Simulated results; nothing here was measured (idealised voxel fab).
Process module, titled voxel quadruple lines
Displayed cross-section: cut, width of 295 nm, square cells sized 5 nm.
Cross-sections here: square-cell grids, written as top-down lists of bands, a band being one or more rows of cells.
The entry gives the band's vertical extent as a top height and a bottom height in nm, then its horizontal make-up as materials from left to right, each with a width in nm. "empty" stands for empty space; a single material marked "throughout" fills the band edge to edge.
It should be noted that heights are counted from 0, beneath which the wafer as supplied is of one material throughout, and that the lowest band possesses no lower boundary but continues downward, as written in "0 and below".
A two-number width, for instance "30->40", indicates that the width is equal to the first number in the top row of the band and to the second number in the bottom row, and that it changes by a constant amount per row of cells.
When a step is marked "nothing changed", none of the cells in the cross-section changed during that step.
Basically, "Entrapped voids" tells you about the enclosed voids: empty spaces with no open way to the top, 8 cells or bigger, each written width x height at distance, where distance is from the left edge, all in nm.
On a step's line, text after the settings is the simulator commenting on that step.
overlay nm: mask right of planned place by this much (step with mask). Neg. = left.
**The planned process steps are enumerated hereunder**
1 RECEIVE: material Si
2 CONFORMAL_DEP: material Al2O3, thk nm 5
3 DIRECTIONAL_DEP: material TiN, thk nm 15
4 DIRECTIONAL_DEP: material polySi, thk nm 20
5 DIRECTIONAL_DEP: material aC, thk nm 20
6 PATTERN: tone cover, mask id MANDREL, material resist, width nm 30, thk nm 30, overlay nm 0
7 DIRECTIONAL_ETCH: etch materials aC, depth nm 20
8 STRIP: etch materials resist
9 CONFORMAL_DEP: material SiO2, thk nm 10
10 DIRECTIONAL_ETCH: etch materials SiO2, depth nm 10
11 STRIP: etch materials aC
12 DIRECTIONAL_ETCH: etch materials polySi, depth nm 20
13 STRIP: etch materials SiO2
14 CONFORMAL_DEP: material SiCN, thk nm 10
15 DIRECTIONAL_ETCH: etch materials SiCN, depth nm 10
16 STRIP: etch materials polySi
17 DIRECTIONAL_ETCH: etch materials TiN, depth nm 15
18 STRIP: etch materials SiCN
**The first wafer of two, processed as planned**
**As received (post step 1): cross-section**
* 0 and below | Si throughout
* Entrapped voids: none
**After step 2: wafer cross-section**
* 5 down to 0 | Al2O3 throughout
* Whatever lies below 0 is exactly as it was before.
**After step 3: wafer cross-section**
* 20 down to 5 | TiN throughout
* Whatever lies below 5 is exactly as it was before.
**After step 4: wafer cross-section**
* 40 down to 20 | polySi throughout
* Whatever lies below 20 is exactly as it was before.
**After step 5: wafer cross-section**
* 60 down to 40 | aC throughout
* Whatever lies below 40 is exactly as it was before.
**After step 6: wafer cross-section**
* 90 down to 60 | 130 of empty, then 30 of resist, then 135 of empty
* Whatever lies below 60 is exactly as it was before.
**After step 7: wafer cross-section**
* 70 down to 60 | 130 of empty, then 30 of resist, then 135 of empty
* 60 down to 40 | 130 of empty, then 30 of aC, then 135 of empty
* Whatever lies below 40 is exactly as it was before.
**After step 8: wafer cross-section**
* 60 down to 40 | 130 of empty, then 30 of aC, then 135 of empty
* Whatever lies below 40 is exactly as it was before.
**After step 9: wafer cross-section**
* 70 down to 60 | 120 of empty, then 50 of SiO2, then 125 of empty
* 60 down to 50 | 120 of empty, then 10 of SiO2, then 30 of aC, then 10 of SiO2, then 125 of empty
* 50 down to 40 | 130 of SiO2, then 30 of aC, then 135 of SiO2
* Whatever lies below 40 is exactly as it was before.
**After step 10: wafer cross-section**
* 60 down to 40 | 120 of empty, then 10 of SiO2, then 30 of aC, then 10 of SiO2, then 125 of empty
* Whatever lies below 40 is exactly as it was before.
**After step 11: wafer cross-section**
* 60 down to 40 | 120 of empty, then 10 of SiO2, then 30 of empty, then 10 of SiO2, then 125 of empty
* Whatever lies below 40 is exactly as it was before.
**After step 12: wafer cross-section**
* 60 down to 40 | 120 of empty, then 10 of SiO2, then 30 of empty, then 10 of SiO2, then 125 of empty
* 40 down to 20 | 120 of empty, then 10 of polySi, then 30 of empty, then 10 of polySi, then 125 of empty
* Whatever lies below 20 is exactly as it was before.
**After step 13: wafer cross-section**
* 40 down to 20 | 120 of empty, then 10 of polySi, then 30 of empty, then 10 of polySi, then 125 of empty
* Whatever lies below 20 is exactly as it was before.
**After step 14: wafer cross-section**
* 50 down to 40 | 110 of empty, then 30 of SiCN, then 10 of empty, then 30 of SiCN, then 115 of empty
* 40 down to 30 | 110 of empty, then 10 of SiCN, then 10 of polySi, then 10 of SiCN, then 10 of empty, then 10 of SiCN, then 10 of polySi, then 10 of SiCN, then 115 of empty
* 30 down to 20 | 120 of SiCN, then 10 of polySi, then 30 of SiCN, then 10 of polySi, then 125 of SiCN
* Whatever lies below 20 is exactly as it was before.
**After step 15: wafer cross-section**
* 40 down to 20 | 110 of empty, then 10 of SiCN, then 10 of polySi, then 10 of SiCN, then 10 of empty, then 10 of SiCN, then 10 of polySi, then 10 of SiCN, then 115 of empty
* Whatever lies below 20 is exactly as it was before.
**After step 16: wafer cross-section**
* 40 down to 20 | 110 of empty, then 10 of SiCN, then 10 of empty, then 10 of SiCN, then 10 of empty, then 10 of SiCN, then 10 of empty, then 10 of SiCN, then 115 of empty
* Whatever lies below 20 is exactly as it was before.
**After step 17: wafer cross-section**
* 40 down to 20 | 110 of empty, then 10 of SiCN, then 10 of empty, then 10 of SiCN, then 10 of empty, then 10 of SiCN, then 10 of empty, then 10 of SiCN, then 115 of empty
* 20 down to 5 | 110 of empty, then 10 of TiN, then 10 of empty, then 10 of TiN, then 10 of empty, then 10 of TiN, then 10 of empty, then 10 of TiN, then 115 of empty
* Whatever lies below 5 is exactly as it was before.
**After step 18: wafer cross-section**
* 20 down to 5 | 110 of empty, then 10 of TiN, then 10 of empty, then 10 of TiN, then 10 of empty, then 10 of TiN, then 10 of empty, then 10 of TiN, then 115 of empty
* Whatever lies below 5 is exactly as it was before.
**Wafer two. Same start, same plan, one slip in execution. Same as wafer one through step 2, inclusive**
**X-section, second wafer, when step 3 was due to finish**
* 35 down to 5 | TiN throughout
* Whatever lies below 5 is exactly as it was before.
**X-section, second wafer, when step 4 was due to finish**
* 55 down to 35 | polySi throughout
* Whatever lies below 35 is exactly as it was before.
**X-section, second wafer, when step 5 was due to finish**
* 75 down to 55 | aC throughout
* Whatever lies below 55 is exactly as it was before.
**X-section, second wafer, when step 6 was due to finish**
* 105 down to 75 | 130 of empty, then 30 of resist, then 135 of empty
* Whatever lies below 75 is exactly as it was before.
**X-section, second wafer, when step 7 was due to finish**
* 85 down to 75 | 130 of empty, then 30 of resist, then 135 of empty
* 75 down to 55 | 130 of empty, then 30 of aC, then 135 of empty
* Whatever lies below 55 is exactly as it was before.
**X-section, second wafer, when step 8 was due to finish**
* 75 down to 55 | 130 of empty, then 30 of aC, then 135 of empty
* Whatever lies below 55 is exactly as it was before.
**X-section, second wafer, when step 9 was due to finish**
* 85 down to 75 | 120 of empty, then 50 of SiO2, then 125 of empty
* 75 down to 65 | 120 of empty, then 10 of SiO2, then 30 of aC, then 10 of SiO2, then 125 of empty
* 65 down to 55 | 130 of SiO2, then 30 of aC, then 135 of SiO2
* Whatever lies below 55 is exactly as it was before.
**X-section, second wafer, when step 10 was due to finish**
* 75 down to 55 | 120 of empty, then 10 of SiO2, then 30 of aC, then 10 of SiO2, then 125 of empty
* Whatever lies below 55 is exactly as it was before.
**X-section, second wafer, when step 11 was due to finish**
* 75 down to 55 | 120 of empty, then 10 of SiO2, then 30 of empty, then 10 of SiO2, then 125 of empty
* Whatever lies below 55 is exactly as it was before.
**X-section, second wafer, when step 12 was due to finish**
* 75 down to 55 | 120 of empty, then 10 of SiO2, then 30 of empty, then 10 of SiO2, then 125 of empty
* 55 down to 35 | 120 of empty, then 10 of polySi, then 30 of empty, then 10 of polySi, then 125 of empty
* Whatever lies below 35 is exactly as it was before.
**X-section, second wafer, when step 13 was due to finish**
* 55 down to 35 | 120 of empty, then 10 of polySi, then 30 of empty, then 10 of polySi, then 125 of empty
* Whatever lies below 35 is exactly as it was before.
**X-section, second wafer, when step 14 was due to finish**
* 65 down to 55 | 110 of empty, then 30 of SiCN, then 10 of empty, then 30 of SiCN, then 115 of empty
* 55 down to 45 | 110 of empty, then 10 of SiCN, then 10 of polySi, then 10 of SiCN, then 10 of empty, then 10 of SiCN, then 10 of polySi, then 10 of SiCN, then 115 of empty
* 45 down to 35 | 120 of SiCN, then 10 of polySi, then 30 of SiCN, then 10 of polySi, then 125 of SiCN
* Whatever lies below 35 is exactly as it was before.
**X-section, second wafer, when step 15 was due to finish**
* 55 down to 35 | 110 of empty, then 10 of SiCN, then 10 of polySi, then 10 of SiCN, then 10 of empty, then 10 of SiCN, then 10 of polySi, then 10 of SiCN, then 115 of empty
* Whatever lies below 35 is exactly as it was before.
**X-section, second wafer, when step 16 was due to finish**
* 55 down to 35 | 110 of empty, then 10 of SiCN, then 10 of empty, then 10 of SiCN, then 10 of empty, then 10 of SiCN, then 10 of empty, then 10 of SiCN, then 115 of empty
* Whatever lies below 35 is exactly as it was before.
**X-section, second wafer, when step 17 was due to finish**
* 55 down to 35 | 110 of empty, then 10 of SiCN, then 10 of empty, then 10 of SiCN, then 10 of empty, then 10 of SiCN, then 10 of empty, then 10 of SiCN, then 115 of empty
* 35 down to 20 | 110 of empty, then 10 of TiN, then 10 of empty, then 10 of TiN, then 10 of empty, then 10 of TiN, then 10 of empty, then 10 of TiN, then 115 of empty
* Whatever lies below 20 is exactly as it was before.
**X-section, second wafer, when step 18 was due to finish**
* 35 down to 20 | 110 of empty, then 10 of TiN, then 10 of empty, then 10 of TiN, then 10 of empty, then 10 of TiN, then 10 of empty, then 10 of TiN, then 115 of empty
* Whatever lies below 20 is exactly as it was before.
The mistake made against the process plan was this: step 3 of the plan was executed twice over
Final difference in cells, second wafer against first, listed per material as more or fewer: +177 TiN
